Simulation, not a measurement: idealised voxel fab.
Process module under the name voxel ribs on slabs
Square cells of 5 nm make up the cross-section cut, whose width is 215 nm.
Cross-section = grid of square cells, listed top down in bands; band = one or more rows. Read a band's entry like this: the first values are the height of its top and the height of its bottom in nm, and what follows is the sequence of materials from left to right, each with its width in nm. Note that "air" is empty space, and that a single material marked "all across" reaches across the band from edge to edge. Heights are expressed relative to 0, this being the level below which the as-received wafer comprises one material exclusively. The lowest band is unbounded in the downward direction and is denoted as in "0 and below". Note: "30..40" means the width goes from the first number (top row of the band) to the second number (bottom row) in equal steps per row of cells. Where the words "everything unchanged" appear for a step, the cross-section shows no cell changed by that step; every cell remained as before. Closed cavity list: empty space of 8 cells or more with no open way to the top, each as width x height at its distance from the left edge, in nm. Where a step's line continues beyond its settings, the continuation is a remark by the simulator itself on that step. overlay nm: mask offset rightward from planned place, masked step; negative means leftward offset.
The steps planned for the process are as follows
1) op RECEIVE | material Si
2) op DIRECTIONAL_DEP | material SiO2 | thk nm 15
3) op DIRECTIONAL_DEP | material polySi | thk nm 25
4) op PATTERN | tone cover | mask id RIB | material resist | width nm 30 | thk nm 20 | overlay nm 0
5) op DIRECTIONAL_ETCH | etch materials polySi | depth nm 20
6) op STRIP | etch materials resist
7) op MASKED_ETCH | tone cover | mask id SLAB | width nm 70 | etch materials polySi | depth nm 5 | overlay nm 0
8) op FILL_DEP | material SiO2 | thk nm 25
9) op CMP | height nm 65
10) op DIRECTIONAL_DEP | material W | thk nm 10
11) op MASKED_ETCH | tone cover | mask id HEATER | width nm 40 | etch materials W | depth nm 10 | overlay nm 0
12) op CONFORMAL_DEP | material SiO2 | thk nm 10
What sets these wafers apart? The thk nm at step 2. They all start alike, and the plan carries the first wafer's value.
Cross-section of the first of several wafers as received (after step 1)
0 and below = Si all across
Closed cavity list: none
First wafer of several, cross-section, module end, after step 12 (last)
85 down to 75 = 75 nm air, then 60 nm SiO2, then 80 nm air
75 down to 65 = 85 nm SiO2, then 40 nm W, then 90 nm SiO2
65 down to 40 = SiO2 all across
40 down to 20 = 90 nm SiO2, then 30 nm polySi, then 95 nm SiO2
20 down to 15 = 70 nm SiO2, then 70 nm polySi, then 75 nm SiO2
15 down to 0 = SiO2 all across
0 and below = Si all across
Closed cavity list: none
The final wafer, sectioned at module end
85 down to 75 = 75 nm air, then 60 nm SiO2, then 80 nm air
75 down to 65 = 85 nm SiO2, then 40 nm W, then 90 nm SiO2
65 down to 60 = SiO2 all across
60 down to 40 = 90 nm SiO2, then 30 nm polySi, then 95 nm SiO2
40 down to 35 = 70 nm SiO2, then 70 nm polySi, then 75 nm SiO2
35 down to 0 = SiO2 all across
0 and below = Si all across
Closed cavity list: none
The table below has one row for each wafer; a row shows, as of the end of the module, how many cells of each material the wafer has gained, marked (+), or lost, marked (-), since it was received, and then the wafer's closed voids
thk nm 15, +615 SiO2, +16 W, +38 polySi, Closed cavity list: none
thk nm 20, +615 SiO2, +16 W, +38 polySi, Closed cavity list: none
thk nm 25, +615 SiO2, +16 W, +38 polySi, Closed cavity list: none
thk nm 30, +615 SiO2, +16 W, +38 polySi, Closed cavity list: none
thk nm 35, +615 SiO2, +16 W, +38 polySi, Closed cavity list: none
